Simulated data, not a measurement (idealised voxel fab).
Herein follows the process module entitled voxel capacitor over wiring.
We display cut, a cross-section 145 nm in width whose square cells are each 5 nm.
We lay out every cross-section as a grid of square cells and spell it out in bands from the top down, where one band means one or more rows of cells. A band entry consists of two parts. The first gives the height of the band's top and the height of its bottom, in nm. The rest lists the band's materials from left to right, each with its width in nm. A single material labelled with the word "edge to edge" fills the band from edge to edge, and the word "air" marks empty space. Where do heights start? At 0: under that level the wafer as delivered is made of one material only. And the lowest band has no floor; it just carries on downward, as in "0 down". A two-number width, for instance "30..40", indicates that the width is equal to the first number in the top row of the band and to the second number in the bottom row, and that it changes by a constant amount per row of cells. It should be understood that the words "no change", when stated for a given step, signify that the cross-section underwent no change in any of its cells during that step. "Trapped voids": empty spaces of 8 cells or more with no open way to the top, each given as width x height at distance, distance from the left edge, all in nm. Step line, after settings: the simulator's comment on this step. overlay nm: for a step with a mask, the amount by which the mask lay right of where it was planned; a negative amount means left of it.
### List of planned process steps
step 1: RECEIVE (material Si)
step 2: CONFORMAL_DEP (material SiO2; thk nm 15)
step 3: CONFORMAL_DEP (material SiN; thk nm 5)
step 4: DIRECTIONAL_DEP (material SiO2; thk nm 15)
step 5: MASKED_ETCH (tone open; mask id METAL_1; width nm 25; pitch nm 75; etch materials SiO2; depth nm 15; overlay nm 0)
step 6: MASKED_ETCH (tone open; mask id METAL_1; width nm 25; pitch nm 75; etch materials SiN; depth nm 5; overlay nm 0)
step 7: CONFORMAL_DEP (material TiN; thk nm 5)
step 8: FILL_DEP (material Ru; thk nm 10)
step 9: CMP (height nm 35)
step 10: CONFORMAL_DEP (material SiCN; thk nm 5)
step 11: DIRECTIONAL_DEP (material lowk; thk nm 15)
step 12: PATTERN (tone open; mask id PLUG_1; material resist; width nm 15; thk nm 15; overlay nm 0)
step 13: DIRECTIONAL_ETCH (etch materials lowk; depth nm 15)
step 14: DIRECTIONAL_ETCH (etch materials SiCN; depth nm 5)
step 15: STRIP (etch materials resist)
step 16: EPI (material Ru; thk nm 10)
step 17: EPI (material Ru; thk nm 10)
step 18: DIRECTIONAL_DEP (material TiN; thk nm 5)
step 19: DIRECTIONAL_DEP (material HfO2; thk nm 5)
step 20: DIRECTIONAL_DEP (material TiN; thk nm 10)
step 21: DIRECTIONAL_DEP (material aC; thk nm 15)
step 22: PATTERN (tone cover; mask id UPPER_PLATE; material resist; width nm 55; thk nm 30; overlay nm 0)
step 23: DIRECTIONAL_ETCH (etch materials aC; depth nm 15)
step 24: STRIP (etch materials resist)
step 25: DIRECTIONAL_ETCH (etch materials TiN; depth nm 10)
step 26: DIRECTIONAL_ETCH (etch materials HfO2; depth nm 5)
step 27: STRIP (etch materials aC)
step 28: MASKED_ETCH (tone cover; mask id LOWER_PLATE; width nm 65; etch materials TiN; depth nm 5; overlay nm 0)
step 29: FILL_DEP (material SiO2; thk nm 15)
step 30: CMP (height nm 85)
step 31: MASKED_ETCH (tone open; mask id PLUG_2; width nm 15; etch materials SiO2; depth nm 10; overlay nm 0)
step 32: CONFORMAL_DEP (material TiN; thk nm 5)
step 33: FILL_DEP (material W; thk nm 5)
step 34: CMP (height nm 85)
step 35: CONFORMAL_DEP (material SiN; thk nm 5)
### Delivered wafer in cross-section: state after step 1
* 0 down | Si edge to edge
* Trapped voids: none
### Look at the cross-section after the module: the wafer started out the way shown above and the plan was the one shown above, yet one mistake was made along the way
* 90 to 85 | SiN edge to edge
* 85 to 80 | 35 SiO2, 5 TiN, 15 W, 5 TiN, 85 SiO2
* 80 to 75 | 35 SiO2, 25 TiN, 85 SiO2
* 75 to 65 | 30 SiO2, 55 TiN, 60 SiO2
* 65 to 60 | 30 SiO2, 55 HfO2, 60 SiO2
* 60 to 55 | 25 SiO2, 65 TiN, 55 SiO2
* 55 to 40 | 30 lowk, 15 Ru, 100 lowk
* 40 to 35 | 30 SiCN, 15 Ru, 100 SiCN
* 35 to 20 | 20 SiO2, 5 TiN, 15 Ru, 5 TiN, 50 SiO2, 5 TiN, 15 Ru, 5 TiN, 25 SiO2
* 20 to 15 | 20 SiN, 25 TiN, 50 SiN, 25 TiN, 25 SiN
* 15 to 0 | SiO2 edge to edge
* 0 down | Si edge to edge
* Trapped voids: none
what went wrong: step 31 did not use the planned setting and instead ran as MASKED_ETCH (tone open; mask id PLUG_2; width nm 25; etch materials SiO2; depth nm 10; overlay nm 0)
